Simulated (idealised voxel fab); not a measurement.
process module | voxel transistor to metal
cross-section cut | 260 nm wide | cells 5 nm
A cross-section is a grid of square cells, given in bands from the top down. A band is one or more rows of cells.
Each band's line starts with the height of the band's top and of its bottom, in nm. Then come its materials from left to right, each with its width in nm. One material with "throughout" fills the band from edge to edge. "air" is empty space.
Height 0 is the level under which the wafer as received is all one material. The lowest band goes on downwards, as in "0 down".
A width such as "30 to 40" changes by the same amount from each row of cells to the next, from the band's top row to its bottom row.
"no change" after a step means that no cell of the cross-section changed.
closed voids: empty space of 8 cells or more with no open way to the top, each as width x height at its distance from the left edge, in nm
after a step's settings: what the simulator itself notes on the step
overlay nm, on a step with a mask: how far to the right of its planned place the mask lay; to the left if negative
plan
1 op RECEIVE | material Si
2 op OXIDIZE | depth nm 5
3 op CONFORMAL_DEP | material SiN | thk nm 15
4 op DIRECTIONAL_DEP | material aC | thk nm 10
5 op PATTERN | tone cover | mask id ACTIVE | material resist | width nm 100 | pitch nm 125 | thk nm 30 | overlay nm 0
6 op DIRECTIONAL_ETCH | etch materials aC | depth nm 10
7 op STRIP | etch materials resist
8 op DIRECTIONAL_ETCH | etch materials SiN | depth nm 15
9 op DIRECTIONAL_ETCH | etch materials SiO2 | depth nm 5
10 op DIRECTIONAL_ETCH | etch materials Si | depth nm 25
11 op STRIP | etch materials aC
12 op OXIDIZE | depth nm 5
13 op FILL_DEP | material SiO2 | thk nm 5
14 op CMP | height nm 15
15 op SELECTIVE_ETCH | etch materials SiO2 | depth nm 10
16 op STRIP | etch materials SiN
17 op SELECTIVE_ETCH | etch materials SiO2 | depth nm 5
18 op OXIDIZE | depth nm 5
19 op DIRECTIONAL_DEP | material polySi | thk nm 20
20 op DIRECTIONAL_DEP | material SiCN | thk nm 10
21 op DIRECTIONAL_DEP | material aC | thk nm 15
22 op PATTERN | tone cover | mask id GATE | material resist | width nm 20 | pitch nm 125 | thk nm 30 | overlay nm 0
23 op DIRECTIONAL_ETCH | etch materials aC | depth nm 15
24 op STRIP | etch materials resist
25 op DIRECTIONAL_ETCH | etch materials SiCN | depth nm 20
26 op DIRECTIONAL_ETCH | etch materials polySi | depth nm 30
27 op STRIP | etch materials aC
28 op CONFORMAL_DEP | material SiO2 | thk nm 5
29 op DIRECTIONAL_ETCH | etch materials SiO2 | depth nm 5
30 op CONFORMAL_DEP | material SiN | thk nm 5
31 op DIRECTIONAL_ETCH | etch materials SiN | depth nm 5
32 op DIRECTIONAL_ETCH | etch materials SiO2 | depth nm 5
33 op DIRECTIONAL_ETCH | etch materials Si | depth nm 15
34 op EPI | material nSi | thk nm 20
35 op FILL_DEP | material SiO2 | thk nm 10
36 op CMP | height nm 25
37 op DIRECTIONAL_DEP | material SiO2 | thk nm 10
38 op DIRECTIONAL_DEP | material aC | thk nm 10
39 op PATTERN | tone open | mask id CONTACT | material resist | width nm 20 | thk nm 30 | overlay nm 0
40 op DIRECTIONAL_ETCH | etch materials aC | depth nm 10
41 op STRIP | etch materials resist
42 op DIRECTIONAL_ETCH | etch materials SiO2 | depth nm 40
43 op STRIP | etch materials aC
44 op CONFORMAL_DEP | material TiN | thk nm 5
45 op FILL_DEP | material W | thk nm 5
46 op CMP | height nm 35
47 op DIRECTIONAL_DEP | material TiN | thk nm 5
48 op DIRECTIONAL_DEP | material W | thk nm 25
49 op MASKED_ETCH | tone cover | mask id METAL_1 | width nm 20 | etch materials W | depth nm 25 | overlay nm 0
50 op MASKED_ETCH | tone cover | mask id METAL_1 | width nm 20 | etch materials TiN | depth nm 5 | overlay nm 0
51 op FILL_DEP | material SiO2 | thk nm 10
52 op CMP | height nm 65
53 op CONFORMAL_DEP | material SiCN | thk nm 5
as received, after step 1
  0 down: Si throughout
  closed voids: none
a wafer at the end: this start, this plan, one mistake
  70 to 65: SiCN throughout
  65 to 40: SiO2 20 | W 20 | SiO2 50 | W 20 | SiO2 35 | W 20 | SiO2 50 | W 20 | SiO2 25
  40 to 35: SiO2 20 | TiN 20 | SiO2 50 | TiN 20 | SiO2 35 | TiN 20 | SiO2 50 | TiN 20 | SiO2 25
  35 to 25: SiO2 20 | TiN 5 | W 10 | TiN 5 | SiO2 50 | TiN 5 | W 10 | TiN 5 | SiO2 35 | TiN 5 | W 10 | TiN 5 | SiO2 50 | TiN 5 | W 10 | TiN 5 | SiO2 25
  25 to 15: SiO2 20 | TiN 5 | W 10 | TiN 5 | SiO2 15 | SiCN 20 | SiO2 15 | TiN 5 | W 10 | TiN 5 | SiO2 35 | TiN 5 | W 10 | TiN 5 | SiO2 15 | SiCN 20 | SiO2 15 | TiN 5 | W 10 | TiN 5 | SiO2 25
  15 to 10: SiO2 20 | TiN 20 | SiO2 15 | polySi 20 | SiO2 15 | TiN 20 | SiO2 35 | TiN 20 | SiO2 15 | polySi 20 | SiO2 15 | TiN 20 | SiO2 25
  10 to -5: SiO2 20 | TiN 10 | nSi 20 | SiO2 5 | polySi 20 | SiO2 5 | nSi 20 | TiN 10 | SiO2 35 | TiN 10 | nSi 20 | SiO2 5 | polySi 20 | SiO2 5 | nSi 20 | TiN 10 | SiO2 25
  -5 to -10: SiO2 15 | nSi 35 | SiO2 30 | nSi 35 | SiO2 25 | nSi 35 | SiO2 30 | nSi 35 | SiO2 20
  -10 to -25: SiO2 20 | nSi 30 | Si 30 | nSi 30 | SiO2 35 | nSi 30 | Si 30 | nSi 30 | SiO2 25
  -25 to -35: SiO2 20 | Si 90 | SiO2 35 | Si 90 | SiO2 25
  -35 down: Si throughout
  closed voids: none
what went wrong: step 30 was left out
